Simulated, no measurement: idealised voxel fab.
The following is a process module called voxel fin reveal.
Section cut is 285 nm wide and gridded with 5 nm square cells.
Cross-section, as written here: a square-cell grid given band by band from the top down, where a band holds one or more rows of cells. Read a band's entry like this: the first values are the height of its top and the height of its bottom in nm, and what follows is the sequence of materials from left to right, each with its width in nm. Note that "blank" is empty space, and that a single material marked "everywhere" reaches across the band from edge to edge. Height reference: 0 = level under which incoming wafer is all one material. Lowest band: no bottom, runs on downward, e.g. "from 0 down". It should be noted that a width expressed as "30 to 40" varies in equal increments from row to row of cells within the band, taking the value of the first number at the top row and that of the second number at the bottom row. Given "same as before" for a step, no cell of the cross-section differs between before and after that step. "Completely sealed voids" specifies each empty space that is not open to the top and that occupies no fewer than 8 cells, using the form width x height at distance, the distance measured from the left edge and all three quantities in nm. Anything after a step's settings on that line? It's the simulator's own note about the step. The optional step-line setting "overlay nm" applies to steps with a mask and quantifies how far to the right of its planned location the mask lay, a negative value indicating leftward placement.

Planned step list for the process
1,RECEIVE with material Si
2,CONFORMAL_DEP with material SiN, thk nm 10
3,MASKED_ETCH with tone cover, mask id FINS, width nm 15, pitch nm 35, etch materials SiN, depth nm 10, overlay nm 0
4,MASKED_ETCH with tone cover, mask id FINS, width nm 15, pitch nm 35, etch materials Si, depth nm 30, overlay nm 0
5,OXIDIZE with depth nm 5
6,FILL_DEP with material SiO2, thk nm 15
7,CMP with height nm 10
8,SELECTIVE_ETCH with etch materials SiO2, depth nm 20
9,STRIP with etch materials SiN
10,CONFORMAL_DEP with material SiO2, thk nm 5

Wafer as received: cross-section following step 1
  from 0 down = Si everywhere
  Completely sealed voids: none

Module complete - cross-section of the first of two wafers, run according to plan
  from 5 to 0 = 80 blank; 15 SiO2; 20 blank; 15 SiO2; 20 blank; 15 SiO2; 20 blank; 15 SiO2; 85 blank
  from 0 to -5 = 80 blank; 5 SiO2; 5 Si; 5 SiO2; 20 blank; 5 SiO2; 5 Si; 5 SiO2; 20 blank; 5 SiO2; 5 Si; 5 SiO2; 20 blank; 5 SiO2; 5 Si; 5 SiO2; 85 blank
  from -5 to -35 = 85 SiO2; 5 Si; 30 SiO2; 5 Si; 30 SiO2; 5 Si; 30 SiO2; 5 Si; 90 SiO2
  from -35 down = Si everywhere
  Completely sealed voids: none

This is the second of the two wafers, cross-sectioned at the end of the module; it started exactly like the first and was given the same plan, but it was run with one mistake
  from 5 to 0 = 80 blank; 20 SiO2; 15 blank; 20 SiO2; 15 blank; 20 SiO2; 15 blank; 20 SiO2; 80 blank
  from 0 to -5 = 80 blank; 5 SiO2; 10 Si; 5 SiO2; 15 blank; 5 SiO2; 10 Si; 5 SiO2; 15 blank; 5 SiO2; 10 Si; 5 SiO2; 15 blank; 5 SiO2; 10 Si; 5 SiO2; 80 blank
  from -5 to -35 = 85 SiO2; 10 Si; 25 SiO2; 10 Si; 25 SiO2; 10 Si; 25 SiO2; 10 Si; 85 SiO2
  from -35 down = Si everywhere
  Completely sealed voids: none
Diagnosis: it should be noted that step 3 was executed with settings other than those planned, the operation and settings actually applied being MASKED_ETCH with tone cover, mask id FINS, width nm 20, pitch nm 35, etch materials SiN, depth nm 10, overlay nm 0
End of process, cell counts, second wafer against first, materials with more or fewer: Si +28; SiO2 -20
